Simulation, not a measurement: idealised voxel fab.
The name of this process module is voxel wiring stack.
We display cut, a cross-section 205 nm in width whose square cells are each 5 nm.
Reading order for cross-sections: top band down to bottom band. Underlying form: a grid of square cells. Band size: one or more rows of cells.
For a band, the entry starts with two heights in nm, that of the top and then that of the bottom, and carries on with the band's materials in order from left to right, each alongside its width in nm; the word "everywhere" beside a single material means it fills the band edge to edge, and "empty" means empty space.
Heights are reckoned from 0. Under this level, the received wafer is all of one material. The bottommost band is open-ended downward, for example "top 0, no bottom".
The expression "30->40" gives the width at the extremes of the band, the first number at its top row of cells and the second at its bottom row, with the width changing by equal amounts from each row to the next in between.
Take "no change" at face value: in the step it is given for, the cross-section changed in none of its cells.
So "Voids lacking openings" is basically the list of trapped voids: any empty space of 8 cells or more that can't reach the top through an opening. They're written width x height at distance, the distance being from the left edge, and it's all nm.
Read whatever lies past the settings on a step's line as the simulator's own remark about the step.
When a step includes a mask, the "overlay nm" setting on its line states how far to the right of its planned place that mask lay, and negative values state how far to the left.
Pairs from here to the end. Each: cross-section before one process step, cross-section after it, the latter only as far down as the lowest band that changed. Under each: the step between, and its settings. Mind that the pairs may be taken from different runs of this module on the same starting wafer; whether a pair continues from the pair above depends on its entry headed "Snapshot before", and it does only where that entry says so.

Snapshot before
top 0, no bottom: Si everywhere
Voids lacking openings: none

Sectional View, Post-Process
top 10, bottom 0: SiO2 everywhere
Everything below 0 is unchanged.
Voids lacking openings: none
Applied between the two views above: CONFORMAL_DEP [material SiO2] [thk nm 10]

Snapshot before: per the after cross-section of the pair just above.

Sectional View, Post-Process
top 15, bottom 10: TiN everywhere
Everything below 10 is unchanged.
Voids lacking openings: none
Applied between the two views above: DIRECTIONAL_DEP [material TiN] [thk nm 5]

Snapshot before: per the after cross-section of the pair just above.

Sectional View, Post-Process
top 30, bottom 15: Ru everywhere
Everything below 15 is unchanged.
Voids lacking openings: none
Applied between the two views above: DIRECTIONAL_DEP [material Ru] [thk nm 15]

Snapshot before: per the after cross-section of the pair just above.

Sectional View, Post-Process
top 45, bottom 30: aC everywhere
Everything below 30 is unchanged.
Voids lacking openings: none
Applied between the two views above: DIRECTIONAL_DEP [material aC] [thk nm 15]

Snapshot before: per the after cross-section of the pair just above.

Sectional View, Post-Process
top 80, bottom 45: 55 nm empty | 30 nm resist | 30 nm empty | 30 nm resist | 60 nm empty
Everything below 45 is unchanged.
Voids lacking openings: none
Applied between the two views above: PATTERN [tone cover] [mask id METAL_1] [material resist] [width nm 30] [pitch nm 60] [thk nm 35] [overlay nm 0]

Snapshot before: per the after cross-section of the pair just above.

Sectional View, Post-Process
top 65, bottom 45: 55 nm empty | 30 nm resist | 30 nm empty | 30 nm resist | 60 nm empty
top 45, bottom 30: 55 nm empty | 30 nm aC | 30 nm empty | 30 nm aC | 60 nm empty
Everything below 30 is unchanged.
Voids lacking openings: none
Applied between the two views above: DIRECTIONAL_ETCH [etch materials aC] [depth nm 15]

Snapshot before: per the after cross-section of the pair just above.

Sectional View, Post-Process
top 45, bottom 30: 55 nm empty | 30 nm aC | 30 nm empty | 30 nm aC | 60 nm empty
Everything below 30 is unchanged.
Voids lacking openings: none
Applied between the two views above: STRIP [etch materials resist]

Snapshot before: per the after cross-section of the pair just above.

Sectional View, Post-Process
top 45, bottom 30: 55 nm empty | 30 nm aC | 30 nm empty | 30 nm aC | 60 nm empty
top 30, bottom 15: 55 nm empty | 30 nm Ru | 30 nm empty | 30 nm Ru | 60 nm empty
Everything below 15 is unchanged.
Voids lacking openings: none
Applied between the two views above: DIRECTIONAL_ETCH [etch materials Ru] [depth nm 15]

Snapshot before: per the after cross-section of the pair just above.

Sectional View, Post-Process
top 45, bottom 30: 55 nm empty | 30 nm aC | 30 nm empty | 30 nm aC | 60 nm empty
top 30, bottom 15: 55 nm empty | 30 nm Ru | 30 nm empty | 30 nm Ru | 60 nm empty
top 15, bottom 10: 55 nm empty | 30 nm TiN | 30 nm empty | 30 nm TiN | 60 nm empty
Everything below 10 is unchanged.
Voids lacking openings: none
Applied between the two views above: DIRECTIONAL_ETCH [etch materials TiN] [depth nm 5]

Snapshot before: per the after cross-section of the pair just above.

Sectional View, Post-Process
top 30, bottom 15: 55 nm empty | 30 nm Ru | 30 nm empty | 30 nm Ru | 60 nm empty
Everything below 15 is unchanged.
Voids lacking openings: none
Applied between the two views above: STRIP [etch materials aC]

Snapshot before: per the after cross-section of the pair just above.

Sectional View, Post-Process
top 35, bottom 30: lowk everywhere
top 30, bottom 15: 55 nm lowk | 30 nm Ru | 30 nm lowk | 30 nm Ru | 60 nm lowk
top 15, bottom 10: 55 nm lowk | 30 nm TiN | 30 nm lowk | 30 nm TiN | 60 nm lowk
Everything below 10 is unchanged.
Voids lacking openings: none
Applied between the two views above: FILL_DEP [material lowk] [thk nm 5]

Snapshot before: per the after cross-section of the pair just above.

Sectional View, Post-Process
top 30, bottom 15: 55 nm lowk | 30 nm Ru | 30 nm lowk | 30 nm Ru | 60 nm lowk
Everything below 15 is unchanged.
Voids lacking openings: none
Applied between the two views above: CMP [height nm 30]

Snapshot before: per the after cross-section of the pair just above.

Sectional View, Post-Process
top 35, bottom 30: SiCN everywhere
Everything below 30 is unchanged.
Voids lacking openings: none
Applied between the two views above: CONFORMAL_DEP [material SiCN] [thk nm 5]

Snapshot before: per the after cross-section of the pair just above.

Sectional View, Post-Process
top 60, bottom 35: lowk everywhere
Everything below 35 is unchanged.
Voids lacking openings: none
Applied between the two views above: DIRECTIONAL_DEP [material lowk] [thk nm 25]

Snapshot before: per the after cross-section of the pair just above.

Sectional View, Post-Process
top 80, bottom 60: 55 nm resist | 30 nm empty | 30 nm resist | 30 nm empty | 60 nm resist
Everything below 60 is unchanged.
Voids lacking openings: none
Applied between the two views above: PATTERN [tone open] [mask id METAL_2] [material resist] [width nm 30] [pitch nm 60] [thk nm 20] [overlay nm 0]

Snapshot before: per the after cross-section of the pair just above.

Sectional View, Post-Process
top 80, bottom 60: 55 nm resist | 30 nm empty | 30 nm resist | 30 nm empty | 60 nm resist
top 60, bottom 45: 55 nm lowk | 30 nm empty | 30 nm lowk | 30 nm empty | 60 nm lowk
Everything below 45 is unchanged.
Voids lacking openings: none
Applied between the two views above: DIRECTIONAL_ETCH [etch materials lowk] [depth nm 15]

Snapshot before: per the after cross-section of the pair just above.

Sectional View, Post-Process
top 60, bottom 45: 55 nm lowk | 30 nm empty | 30 nm lowk | 30 nm empty | 60 nm lowk
Everything below 45 is unchanged.
Voids lacking openings: none
Applied between the two views above: STRIP [etch materials resist]

Snapshot before: per the after cross-section of the pair just above.

Sectional View, Post-Process
top 80, bottom 60: 55 nm resist | 15 nm empty | 45 nm resist | 15 nm empty | 75 nm resist
top 60, bottom 45: 55 nm lowk | 15 nm empty | 15 nm resist | 30 nm lowk | 15 nm empty | 15 nm resist | 60 nm lowk
Everything below 45 is unchanged.
Voids lacking openings: none
Applied between the two views above: PATTERN [tone open] [mask id METAL_2_HOLES] [material resist] [width nm 15] [pitch nm 60] [thk nm 20] [overlay nm 0]

Snapshot before: per the after cross-section of the pair just above.

Sectional View, Post-Process
top 80, bottom 60: 55 nm resist | 15 nm empty | 45 nm resist | 15 nm empty | 75 nm resist
top 60, bottom 45: 55 nm lowk | 15 nm empty | 15 nm resist | 30 nm lowk | 15 nm empty | 15 nm resist | 60 nm lowk
top 45, bottom 35: 55 nm lowk | 15 nm empty | 45 nm lowk | 15 nm empty | 75 nm lowk
Everything below 35 is unchanged.
Voids lacking openings: none
Applied between the two views above: DIRECTIONAL_ETCH [etch materials lowk] [depth nm 10]

Snapshot before: per the after cross-section of the pair just above.

Sectional View, Post-Process
top 80, bottom 60: 55 nm resist | 15 nm empty | 45 nm resist | 15 nm empty | 75 nm resist
top 60, bottom 45: 55 nm lowk | 15 nm empty | 15 nm resist | 30 nm lowk | 15 nm empty | 15 nm resist | 60 nm lowk
top 45, bottom 35: 55 nm lowk | 15 nm empty | 45 nm lowk | 15 nm empty | 75 nm lowk
top 35, bottom 30: 55 nm SiCN | 15 nm empty | 45 nm SiCN | 15 nm empty | 75 nm SiCN
Everything below 30 is unchanged.
Voids lacking openings: none
Applied between the two views above: DIRECTIONAL_ETCH [etch materials SiCN] [depth nm 5]

Snapshot before: per the after cross-section of the pair just above.

Sectional View, Post-Process
top 60, bottom 45: 55 nm lowk | 30 nm empty | 30 nm lowk | 30 nm empty | 60 nm lowk
Everything below 45 is unchanged.
Voids lacking openings: none
Applied between the two views above: STRIP [etch materials resist]

Snapshot before: per the after cross-section of the pair just above.

Sectional View, Post-Process
top 65, bottom 60: 60 nm TiN | 20 nm empty | 40 nm TiN | 20 nm empty | 65 nm TiN
top 60, bottom 50: 55 nm lowk | 5 nm TiN | 20 nm empty | 5 nm TiN | 30 nm lowk | 5 nm TiN | 20 nm empty | 5 nm TiN | 60 nm lowk
top 50, bottom 45: 55 nm lowk | 5 nm TiN | 5 nm empty | 20 nm TiN | 30 nm lowk | 5 nm TiN | 5 nm empty | 20 nm TiN | 60 nm lowk
top 45, bottom 35: 55 nm lowk | 5 nm TiN | 5 nm empty | 5 nm TiN | 45 nm lowk | 5 nm TiN | 5 nm empty | 5 nm TiN | 75 nm lowk
top 35, bottom 30: 55 nm SiCN | 15 nm TiN | 45 nm SiCN | 15 nm TiN | 75 nm SiCN
Everything below 30 is unchanged.
Voids lacking openings: none
Applied between the two views above: CONFORMAL_DEP [material TiN] [thk nm 5]

Snapshot before: per the after cross-section of the pair just above.

Sectional View, Post-Process
top 70, bottom 65: Ru everywhere
top 65, bottom 60: 60 nm TiN | 20 nm Ru | 40 nm TiN | 20 nm Ru | 65 nm TiN
top 60, bottom 50: 55 nm lowk | 5 nm TiN | 20 nm Ru | 5 nm TiN | 30 nm lowk | 5 nm TiN | 20 nm Ru | 5 nm TiN | 60 nm lowk
top 50, bottom 45: 55 nm lowk | 5 nm TiN | 5 nm Ru | 20 nm TiN | 30 nm lowk | 5 nm TiN | 5 nm Ru | 20 nm TiN | 60 nm lowk
top 45, bottom 35: 55 nm lowk | 5 nm TiN | 5 nm Ru | 5 nm TiN | 45 nm lowk | 5 nm TiN | 5 nm Ru | 5 nm TiN | 75 nm lowk
Everything below 35 is unchanged.
Voids lacking openings: none
Applied between the two views above: FILL_DEP [material Ru] [thk nm 5]

Snapshot before: per the after cross-section of the pair just above.

Sectional View, Post-Process
top 60, bottom 50: 55 nm lowk | 5 nm TiN | 20 nm Ru | 5 nm TiN | 30 nm lowk | 5 nm TiN | 20 nm Ru | 5 nm TiN | 60 nm lowk
Everything below 50 is unchanged.
Voids lacking openings: none
Applied between the two views above: CMP [height nm 60]

Snapshot before: per the after cross-section of the pair just above.

Sectional View, Post-Process
top 65, bottom 60: SiCN everywhere
Everything below 60 is unchanged.
Voids lacking openings: none
Applied between the two views above: CONFORMAL_DEP [material SiCN] [thk nm 5]

Snapshot before: per the after cross-section of the pair just above.

Sectional View, Post-Process
top 75, bottom 65: SiO2 everywhere
Everything below 65 is unchanged.
Voids lacking openings: none
Applied between the two views above: DIRECTIONAL_DEP [material SiO2] [thk nm 10]

Snapshot before: per the after cross-section of the pair just above.

Sectional View, Post-Process
top 95, bottom 75: 55 nm resist | 15 nm empty | 45 nm resist | 15 nm empty | 75 nm resist
Everything below 75 is unchanged.
Voids lacking openings: none
Applied between the two views above: PATTERN [tone open] [mask id PLUG_2] [material resist] [width nm 15] [pitch nm 60] [thk nm 20] [overlay nm 0]

Snapshot before: per the after cross-section of the pair just above.

Sectional View, Post-Process
top 95, bottom 75: 55 nm resist | 15 nm empty | 45 nm resist | 15 nm empty | 75 nm resist
top 75, bottom 65: 55 nm SiO2 | 15 nm empty | 45 nm SiO2 | 15 nm empty | 75 nm SiO2
Everything below 65 is unchanged.
Voids lacking openings: none
Applied between the two views above: DIRECTIONAL_ETCH [etch materials SiO2] [depth nm 10]

Snapshot before: per the after cross-section of the pair just above.

Sectional View, Post-Process
top 95, bottom 75: 55 nm resist | 15 nm empty | 45 nm resist | 15 nm empty | 75 nm resist
top 75, bottom 65: 55 nm SiO2 | 15 nm empty | 45 nm SiO2 | 15 nm empty | 75 nm SiO2
top 65, bottom 60: 55 nm SiCN | 15 nm empty | 45 nm SiCN | 15 nm empty | 75 nm SiCN
Everything below 60 is unchanged.
Voids lacking openings: none
Applied between the two views above: DIRECTIONAL_ETCH [etch materials SiCN] [depth nm 5]

Snapshot before: per the after cross-section of the pair just above.

Sectional View, Post-Process
top 75, bottom 65: 55 nm SiO2 | 15 nm empty | 45 nm SiO2 | 15 nm empty | 75 nm SiO2
Everything below 65 is unchanged.
Voids lacking openings: none
Applied between the two views above: STRIP [etch materials resist]

Snapshot before: per the after cross-section of the pair just above.

Sectional View, Post-Process
top 80, bottom 75: 60 nm TiN | 5 nm empty | 55 nm TiN | 5 nm empty | 80 nm TiN
top 75, bottom 65: 55 nm SiO2 | 5 nm TiN | 5 nm empty | 5 nm TiN | 45 nm SiO2 | 5 nm TiN | 5 nm empty | 5 nm TiN | 75 nm SiO2
top 65, bottom 60: 55 nm SiCN | 15 nm TiN | 45 nm SiCN | 15 nm TiN | 75 nm SiCN
Everything below 60 is unchanged.
Voids lacking openings: none
Applied between the two views above: CONFORMAL_DEP [material TiN] [thk nm 5]

Snapshot before: per the after cross-section of the pair just above.

Sectional View, Post-Process
top 85, bottom 80: W everywhere
top 80, bottom 75: 60 nm TiN | 5 nm W | 55 nm TiN | 5 nm W | 80 nm TiN
top 75, bottom 65: 55 nm SiO2 | 5 nm TiN | 5 nm W | 5 nm TiN | 45 nm SiO2 | 5 nm TiN | 5 nm W | 5 nm TiN | 75 nm SiO2
Everything below 65 is unchanged.
Voids lacking openings: none
Applied between the two views above: FILL_DEP [material W] [thk nm 5]

Snapshot before: per the after cross-section of the pair just above.

Sectional View, Post-Process
top 75, bottom 65: 55 nm SiO2 | 5 nm TiN | 5 nm W | 5 nm TiN | 45 nm SiO2 | 5 nm TiN | 5 nm W | 5 nm TiN | 75 nm SiO2
Everything below 65 is unchanged.
Voids lacking openings: none
Applied between the two views above: CMP [height nm 75]

Snapshot before: per the after cross-section of the pair just above.

Sectional View, Post-Process
top 80, bottom 75: SiN everywhere
Everything below 75 is unchanged.
Voids lacking openings: none
Applied between the two views above: CONFORMAL_DEP [material SiN] [thk nm 5]

Snapshot before: per the after cross-section of the pair just above.

Sectional View, Post-Process
top 100, bottom 80: lowk everywhere
Everything below 80 is unchanged.
Voids lacking openings: none
Applied between the two views above: DIRECTIONAL_DEP [material lowk] [thk nm 20]

Snapshot before: per the after cross-section of the pair just above.

Sectional View, Post-Process
top 115, bottom 100: aC everywhere
Everything below 100 is unchanged.
Voids lacking openings: none
Applied between the two views above: DIRECTIONAL_DEP [material aC] [thk nm 15]

Snapshot before: per the after cross-section of the pair just above.

Sectional View, Post-Process
top 145, bottom 115: 55 nm resist | 30 nm empty | 30 nm resist | 30 nm empty | 60 nm resist
Everything below 115 is unchanged.
Voids lacking openings: none
Applied between the two views above: PATTERN [tone open] [mask id METAL_3] [material resist] [width nm 30] [pitch nm 60] [thk nm 30] [overlay nm 0]

Snapshot before: per the after cross-section of the pair just above.

Sectional View, Post-Process
top 130, bottom 115: 55 nm resist | 30 nm empty | 30 nm resist | 30 nm empty | 60 nm resist
top 115, bottom 100: 55 nm aC | 30 nm empty | 30 nm aC | 30 nm empty | 60 nm aC
Everything below 100 is unchanged.
Voids lacking openings: none
Applied between the two views above: DIRECTIONAL_ETCH [etch materials aC] [depth nm 15]

Snapshot before: per the after cross-section of the pair just above.

Sectional View, Post-Process
top 115, bottom 100: 55 nm aC | 30 nm empty | 30 nm aC | 30 nm empty | 60 nm aC
Everything below 100 is unchanged.
Voids lacking openings: none
Applied between the two views above: STRIP [etch materials resist]

Snapshot before: per the after cross-section of the pair just above.

Sectional View, Post-Process
top 115, bottom 100: 55 nm aC | 30 nm empty | 30 nm aC | 30 nm empty | 60 nm aC
top 100, bottom 80: 55 nm lowk | 30 nm empty | 30 nm lowk | 30 nm empty | 60 nm lowk
Everything below 80 is unchanged.
Voids lacking openings: none
Applied between the two views above: DIRECTIONAL_ETCH [etch materials lowk] [depth nm 20]

Snapshot before: per the after cross-section of the pair just above.

Sectional View, Post-Process
top 115, bottom 100: 55 nm aC | 30 nm empty | 30 nm aC | 30 nm empty | 60 nm aC
top 100, bottom 80: 55 nm lowk | 30 nm empty | 30 nm lowk | 30 nm empty | 60 nm lowk
top 80, bottom 75: 55 nm SiN | 30 nm empty | 30 nm SiN | 30 nm empty | 60 nm SiN
Everything below 75 is unchanged.
Voids lacking openings: none
Applied between the two views above: DIRECTIONAL_ETCH [etch materials SiN] [depth nm 5]

Snapshot before: per the after cross-section of the pair just above.

Sectional View, Post-Process
top 100, bottom 80: 55 nm lowk | 30 nm empty | 30 nm lowk | 30 nm empty | 60 nm lowk
Everything below 80 is unchanged.
Voids lacking openings: none
Applied between the two views above: STRIP [etch materials aC]

Snapshot before: per the after cross-section of the pair just above.

Sectional View, Post-Process
top 105, bottom 100: 60 nm TiN | 20 nm empty | 40 nm TiN | 20 nm empty | 65 nm TiN
top 100, bottom 80: 55 nm lowk | 5 nm TiN | 20 nm empty | 5 nm TiN | 30 nm lowk | 5 nm TiN | 20 nm empty | 5 nm TiN | 60 nm lowk
top 80, bottom 75: 55 nm SiN | 30 nm TiN | 30 nm SiN | 30 nm TiN | 60 nm SiN
Everything below 75 is unchanged.
Voids lacking openings: none
Applied between the two views above: CONFORMAL_DEP [material TiN] [thk nm 5]

Snapshot before: per the after cross-section of the pair just above.

Sectional View, Post-Process
top 110, bottom 105: Ru everywhere
top 105, bottom 100: 60 nm TiN | 20 nm Ru | 40 nm TiN | 20 nm Ru | 65 nm TiN
top 100, bottom 80: 55 nm lowk | 5 nm TiN | 20 nm Ru | 5 nm TiN | 30 nm lowk | 5 nm TiN | 20 nm Ru | 5 nm TiN | 60 nm lowk
Everything below 80 is unchanged.
Voids lacking openings: none
Applied between the two views above: FILL_DEP [material Ru] [thk nm 5]

Snapshot before: per the after cross-section of the pair just above.

Sectional View, Post-Process
top 100, bottom 80: 55 nm lowk | 5 nm TiN | 20 nm Ru | 5 nm TiN | 30 nm lowk | 5 nm TiN | 20 nm Ru | 5 nm TiN | 60 nm lowk
Everything below 80 is unchanged.
Voids lacking openings: none
Applied between the two views above: CMP [height nm 100]

Snapshot before: per the after cross-section of the pair just above.

Sectional View, Post-Process
top 105, bottom 100: SiN everywhere
Everything below 100 is unchanged.
Voids lacking openings: none
Applied between the two views above: CONFORMAL_DEP [material SiN] [thk nm 5]

Snapshot before
top 60, bottom 45: 55 nm lowk | 30 nm empty | 30 nm lowk | 30 nm empty | 60 nm lowk
top 45, bottom 35: lowk everywhere
top 35, bottom 30: SiCN everywhere
top 30, bottom 15: 55 nm lowk | 30 nm Ru | 30 nm lowk | 30 nm Ru | 60 nm lowk
top 15, bottom 10: 55 nm lowk | 30 nm TiN | 30 nm lowk | 30 nm TiN | 60 nm lowk
top 10, bottom 0: SiO2 everywhere
top 0, no bottom: Si everywhere
Voids lacking openings: none

Sectional View, Post-Process
top 50, bottom 35: 55 nm lowk | 30 nm empty | 30 nm lowk | 30 nm empty | 60 nm lowk
Everything below 35 is unchanged.
Voids lacking openings: none
Applied between the two views above: DIRECTIONAL_ETCH [etch materials lowk] [depth nm 10]

Snapshot before: per the after cross-section of the pair just above.

Sectional View, Post-Process
top 50, bottom 35: 55 nm lowk | 30 nm empty | 30 nm lowk | 30 nm empty | 60 nm lowk
top 35, bottom 30: 55 nm SiCN | 30 nm empty | 30 nm SiCN | 30 nm empty | 60 nm SiCN
Everything below 30 is unchanged.
Voids lacking openings: none
Applied between the two views above: DIRECTIONAL_ETCH [etch materials SiCN] [depth nm 5]

Snapshot before: per the after cross-section of the pair just above.

Sectional View, Post-Process
top 55, bottom 50: 60 nm TiN | 20 nm empty | 40 nm TiN | 20 nm empty | 65 nm TiN
top 50, bottom 35: 55 nm lowk | 5 nm TiN | 20 nm empty | 5 nm TiN | 30 nm lowk | 5 nm TiN | 20 nm empty | 5 nm TiN | 60 nm lowk
top 35, bottom 30: 55 nm SiCN | 30 nm TiN | 30 nm SiCN | 30 nm TiN | 60 nm SiCN
Everything below 30 is unchanged.
Voids lacking openings: none
Applied between the two views above: CONFORMAL_DEP [material TiN] [thk nm 5]

Snapshot before: per the after cross-section of the pair just above.

Sectional View, Post-Process
top 60, bottom 55: Ru everywhere
top 55, bottom 50: 60 nm TiN | 20 nm Ru | 40 nm TiN | 20 nm Ru | 65 nm TiN
top 50, bottom 35: 55 nm lowk | 5 nm TiN | 20 nm Ru | 5 nm TiN | 30 nm lowk | 5 nm TiN | 20 nm Ru | 5 nm TiN | 60 nm lowk
Everything below 35 is unchanged.
Voids lacking openings: none
Applied between the two views above: FILL_DEP [material Ru] [thk nm 5]

Snapshot before: per the after cross-section of the pair just above.

Sectional View, Post-Process
top 65, bottom 60: SiCN everywhere
Everything below 60 is unchanged.
Voids lacking openings: none
Applied between the two views above: CONFORMAL_DEP [material SiCN] [thk nm 5]

Snapshot before: per the after cross-section of the pair just above.

Sectional View, Post-Process
top 75, bottom 65: SiO2 everywhere
Everything below 65 is unchanged.
Voids lacking openings: none
Applied between the two views above: DIRECTIONAL_DEP [material SiO2] [thk nm 10]

Snapshot before: per the after cross-section of the pair just above.

Sectional View, Post-Process
top 95, bottom 75: 55 nm resist | 15 nm empty | 45 nm resist | 15 nm empty | 75 nm resist
Everything below 75 is unchanged.
Voids lacking openings: none
Applied between the two views above: PATTERN [tone open] [mask id PLUG_2] [material resist] [width nm 15] [pitch nm 60] [thk nm 20] [overlay nm 0]

Snapshot before: per the after cross-section of the pair just above.

Sectional View, Post-Process
top 95, bottom 75: 55 nm resist | 15 nm empty | 45 nm resist | 15 nm empty | 75 nm resist
top 75, bottom 65: 55 nm SiO2 | 15 nm empty | 45 nm SiO2 | 15 nm empty | 75 nm SiO2
Everything below 65 is unchanged.
Voids lacking openings: none
Applied between the two views above: DIRECTIONAL_ETCH [etch materials SiO2] [depth nm 10]

Snapshot before: per the after cross-section of the pair just above.

Sectional View, Post-Process
top 95, bottom 75: 55 nm resist | 15 nm empty | 45 nm resist | 15 nm empty | 75 nm resist
top 75, bottom 65: 55 nm SiO2 | 15 nm empty | 45 nm SiO2 | 15 nm empty | 75 nm SiO2
top 65, bottom 60: 55 nm SiCN | 15 nm empty | 45 nm SiCN | 15 nm empty | 75 nm SiCN
Everything below 60 is unchanged.
Voids lacking openings: none
Applied between the two views above: DIRECTIONAL_ETCH [etch materials SiCN] [depth nm 5]

Snapshot before: per the after cross-section of the pair just above.

Sectional View, Post-Process
top 75, bottom 65: 55 nm SiO2 | 15 nm empty | 45 nm SiO2 | 15 nm empty | 75 nm SiO2
Everything below 65 is unchanged.
Voids lacking openings: none
Applied between the two views above: STRIP [etch materials resist]

Snapshot before: per the after cross-section of the pair just above.

Sectional View, Post-Process
top 80, bottom 75: 60 nm TiN | 5 nm empty | 55 nm TiN | 5 nm empty | 80 nm TiN
top 75, bottom 65: 55 nm SiO2 | 5 nm TiN | 5 nm empty | 5 nm TiN | 45 nm SiO2 | 5 nm TiN | 5 nm empty | 5 nm TiN | 75 nm SiO2
top 65, bottom 60: 55 nm SiCN | 15 nm TiN | 45 nm SiCN | 15 nm TiN | 75 nm SiCN
Everything below 60 is unchanged.
Voids lacking openings: none
Applied between the two views above: CONFORMAL_DEP [material TiN] [thk nm 5]

Snapshot before: per the after cross-section of the pair just above.

Sectional View, Post-Process
top 85, bottom 80: W everywhere
top 80, bottom 75: 60 nm TiN | 5 nm W | 55 nm TiN | 5 nm W | 80 nm TiN
top 75, bottom 65: 55 nm SiO2 | 5 nm TiN | 5 nm W | 5 nm TiN | 45 nm SiO2 | 5 nm TiN | 5 nm W | 5 nm TiN | 75 nm SiO2
Everything below 65 is unchanged.
Voids lacking openings: none
Applied between the two views above: FILL_DEP [material W] [thk nm 5]

Snapshot before: per the after cross-section of the pair just above.

Sectional View, Post-Process
top 75, bottom 65: 55 nm SiO2 | 5 nm TiN | 5 nm W | 5 nm TiN | 45 nm SiO2 | 5 nm TiN | 5 nm W | 5 nm TiN | 75 nm SiO2
Everything below 65 is unchanged.
Voids lacking openings: none
Applied between the two views above: CMP [height nm 75]

Snapshot before: per the after cross-section of the pair just above.

Sectional View, Post-Process
top 80, bottom 75: SiN everywhere
Everything below 75 is unchanged.
Voids lacking openings: none
Applied between the two views above: CONFORMAL_DEP [material SiN] [thk nm 5]

Snapshot before: per the after cross-section of the pair just above.

Sectional View, Post-Process
top 100, bottom 80: lowk everywhere
Everything below 80 is unchanged.
Voids lacking openings: none
Applied between the two views above: DIRECTIONAL_DEP [material lowk] [thk nm 20]

Snapshot before: per the after cross-section of the pair just above.

Sectional View, Post-Process
top 115, bottom 100: aC everywhere
Everything below 100 is unchanged.
Voids lacking openings: none
Applied between the two views above: DIRECTIONAL_DEP [material aC] [thk nm 15]

Snapshot before: per the after cross-section of the pair just above.

Sectional View, Post-Process
top 145, bottom 115: 55 nm resist | 30 nm empty | 30 nm resist | 30 nm empty | 60 nm resist
Everything below 115 is unchanged.
Voids lacking openings: none
Applied between the two views above: PATTERN [tone open] [mask id METAL_3] [material resist] [width nm 30] [pitch nm 60] [thk nm 30] [overlay nm 0]

Snapshot before: per the after cross-section of the pair just above.

Sectional View, Post-Process
top 130, bottom 115: 55 nm resist | 30 nm empty | 30 nm resist | 30 nm empty | 60 nm resist
top 115, bottom 100: 55 nm aC | 30 nm empty | 30 nm aC | 30 nm empty | 60 nm aC
Everything below 100 is unchanged.
Voids lacking openings: none
Applied between the two views above: DIRECTIONAL_ETCH [etch materials aC] [depth nm 15]

Snapshot before: per the after cross-section of the pair just above.

Sectional View, Post-Process
top 115, bottom 100: 55 nm aC | 30 nm empty | 30 nm aC | 30 nm empty | 60 nm aC
Everything below 100 is unchanged.
Voids lacking openings: none
Applied between the two views above: STRIP [etch materials resist]

Snapshot before: per the after cross-section of the pair just above.

Sectional View, Post-Process
top 115, bottom 100: 55 nm aC | 30 nm empty | 30 nm aC | 30 nm empty | 60 nm aC
top 100, bottom 80: 55 nm lowk | 30 nm empty | 30 nm lowk | 30 nm empty | 60 nm lowk
Everything below 80 is unchanged.
Voids lacking openings: none
Applied between the two views above: DIRECTIONAL_ETCH [etch materials lowk] [depth nm 20]

Snapshot before: per the after cross-section of the pair just above.

Sectional View, Post-Process
top 115, bottom 100: 55 nm aC | 30 nm empty | 30 nm aC | 30 nm empty | 60 nm aC
top 100, bottom 80: 55 nm lowk | 30 nm empty | 30 nm lowk | 30 nm empty | 60 nm lowk
top 80, bottom 75: 55 nm SiN | 30 nm empty | 30 nm SiN | 30 nm empty | 60 nm SiN
Everything below 75 is unchanged.
Voids lacking openings: none
Applied between the two views above: DIRECTIONAL_ETCH [etch materials SiN] [depth nm 5]

Snapshot before: per the after cross-section of the pair just above.

Sectional View, Post-Process
top 100, bottom 80: 55 nm lowk | 30 nm empty | 30 nm lowk | 30 nm empty | 60 nm lowk
Everything below 80 is unchanged.
Voids lacking openings: none
Applied between the two views above: STRIP [etch materials aC]

Snapshot before: per the after cross-section of the pair just above.

Sectional View, Post-Process
top 105, bottom 100: 60 nm TiN | 20 nm empty | 40 nm TiN | 20 nm empty | 65 nm TiN
top 100, bottom 80: 55 nm lowk | 5 nm TiN | 20 nm empty | 5 nm TiN | 30 nm lowk | 5 nm TiN | 20 nm empty | 5 nm TiN | 60 nm lowk
top 80, bottom 75: 55 nm SiN | 30 nm TiN | 30 nm SiN | 30 nm TiN | 60 nm SiN
Everything below 75 is unchanged.
Voids lacking openings: none
Applied between the two views above: CONFORMAL_DEP [material TiN] [thk nm 5]

Snapshot before: per the after cross-section of the pair just above.

Sectional View, Post-Process
top 110, bottom 105: Ru everywhere
top 105, bottom 100: 60 nm TiN | 20 nm Ru | 40 nm TiN | 20 nm Ru | 65 nm TiN
top 100, bottom 80: 55 nm lowk | 5 nm TiN | 20 nm Ru | 5 nm TiN | 30 nm lowk | 5 nm TiN | 20 nm Ru | 5 nm TiN | 60 nm lowk
Everything below 80 is unchanged.
Voids lacking openings: none
Applied between the two views above: FILL_DEP [material Ru] [thk nm 5]

Snapshot before: per the after cross-section of the pair just above.

Sectional View, Post-Process
top 100, bottom 80: 55 nm lowk | 5 nm TiN | 20 nm Ru | 5 nm TiN | 30 nm lowk | 5 nm TiN | 20 nm Ru | 5 nm TiN | 60 nm lowk
Everything below 80 is unchanged.
Voids lacking openings: none
Applied between the two views above: CMP [height nm 100]

Snapshot before: per the after cross-section of the pair just above.

Sectional View, Post-Process
top 105, bottom 100: SiN everywhere
Everything below 100 is unchanged.
Voids lacking openings: none
Applied between the two views above: CONFORMAL_DEP [material SiN] [thk nm 5]

Snapshot before
top 60, bottom 35: lowk everywhere
top 35, bottom 30: SiCN everywhere
top 30, bottom 15: 55 nm lowk | 30 nm Ru | 30 nm lowk | 30 nm Ru | 60 nm lowk
top 15, bottom 10: 55 nm lowk | 30 nm TiN | 30 nm lowk | 30 nm TiN | 60 nm lowk
top 10, bottom 0: SiO2 everywhere
top 0, no bottom: Si everywhere
Voids lacking openings: none

Sectional View, Post-Process
top 85, bottom 35: lowk everywhere
Everything below 35 is unchanged.
Voids lacking openings: none
Applied between the two views above: DIRECTIONAL_DEP [material lowk] [thk nm 25]

Snapshot before: per the after cross-section of the pair just above.

Sectional View, Post-Process
top 105, bottom 85: 55 nm resist | 30 nm empty | 30 nm resist | 30 nm empty | 60 nm resist
Everything below 85 is unchanged.
Voids lacking openings: none
Applied between the two views above: PATTERN [tone open] [mask id METAL_2] [material resist] [width nm 30] [pitch nm 60] [thk nm 20] [overlay nm 0]

Snapshot before: per the after cross-section of the pair just above.

Sectional View, Post-Process
top 105, bottom 85: 55 nm resist | 30 nm empty | 30 nm resist | 30 nm empty | 60 nm resist
top 85, bottom 70: 55 nm lowk | 30 nm empty | 30 nm lowk | 30 nm empty | 60 nm lowk
Everything below 70 is unchanged.
Voids lacking openings: none
Applied between the two views above: DIRECTIONAL_ETCH [etch materials lowk] [depth nm 15]
